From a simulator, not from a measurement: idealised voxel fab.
Process module in this document: voxel fin reveal
Square cells of 5 nm make up the cross-section cut, whose width is 235 nm.
Bands, listed from the top down, are how a cross-section gets written in this document; the cross-section itself is a grid of square cells, and a band is one or more rows of them.
Each band's line starts with the height of the band's top and of its bottom, in nm. Then come its materials from left to right, each with its width in nm. One material with "edge to edge" fills the band from edge to edge. "empty" is empty space.
Heads up on the height convention: 0 is the point under which the incoming wafer is all one material, and the lowest band has no bottom, it just keeps going down, like "0 nm and below".
A width such as "30->40" changes by the same amount from each row of cells to the next, from the band's top row to its bottom row.
The designation "no alterations made", where it is given for a processing step, indicates that no cell of the cross-section was altered in the course of that step.
Entry "Trapped voids". Content: empty spaces with no open connection to the top, size 8 cells or greater. Each: width x height at distance. Distance: from left edge. Unit: nm.
Step line, after settings: the simulator's comment on this step.
overlay nm: where the mask lay relative to plan, measured to the right, on steps with a mask; negatives go left.

Planned process steps
1. RECEIVE with material Si
2. CONFORMAL_DEP with material SiN, thk nm 5
3. DIRECTIONAL_DEP with material aC, thk nm 15
4. PATTERN with tone cover, mask id FINS, material resist, width nm 15, pitch nm 45, thk nm 30, overlay nm -15
5. DIRECTIONAL_ETCH with etch materials aC, depth nm 15
6. STRIP with etch materials resist
7. DIRECTIONAL_ETCH with etch materials SiN, depth nm 5
8. DIRECTIONAL_ETCH with etch materials Si, depth nm 40
9. STRIP with etch materials aC
10. FILL_DEP with material SiO2, thk nm 10
11. CMP with height nm 5
12. SELECTIVE_ETCH with etch materials SiO2, depth nm 35
13. STRIP with etch materials SiN
For clarity, it should be stated that the wafers under discussion commence in an identical condition and differ with respect to the overlay nm of step 4, the plan indicating the value that the first wafer had.

Incoming state of the first of several wafers in cross-section: after step 1
* 0 nm and below: Si edge to edge
* Trapped voids: none

Wafer cross-section (first of several) - module end, post step 13 (last step)
* 0 nm to -30 nm: empty: 25 | Si: 15 | empty: 30 | Si: 15 | empty: 30 | Si: 15 | empty: 30 | Si: 15 | empty: 60
* -30 nm to -40 nm: SiO2: 25 | Si: 15 | SiO2: 30 | Si: 15 | SiO2: 30 | Si: 15 | SiO2: 30 | Si: 15 | SiO2: 60
* -40 nm and below: Si edge to edge
* Trapped voids: none

X-section, last wafer, module end
* 0 nm to -30 nm: empty: 55 | Si: 15 | empty: 30 | Si: 15 | empty: 30 | Si: 15 | empty: 30 | Si: 15 | empty: 30
* -30 nm to -40 nm: SiO2: 55 | Si: 15 | SiO2: 30 | Si: 15 | SiO2: 30 | Si: 15 | SiO2: 30 | Si: 15 | SiO2: 30
* -40 nm and below: Si edge to edge
* Trapped voids: none

Tabulated below, wafer by wafer, are the end-of-module results: for each material, the number of cells gained (+) or lost (-) relative to the as-received state, followed by the closed voids
overlay nm -15, -280 Si, +70 SiO2, Trapped voids: none
overlay nm -10, -280 Si, +70 SiO2, Trapped voids: none
overlay nm -5, -280 Si, +70 SiO2, Trapped voids: none
overlay nm 0, -280 Si, +70 SiO2, Trapped voids: none
overlay nm 5, -280 Si, +70 SiO2, Trapped voids: none
overlay nm 10, -280 Si, +70 SiO2, Trapped voids: none
overlay nm 15, -280 Si, +70 SiO2, Trapped voids: none
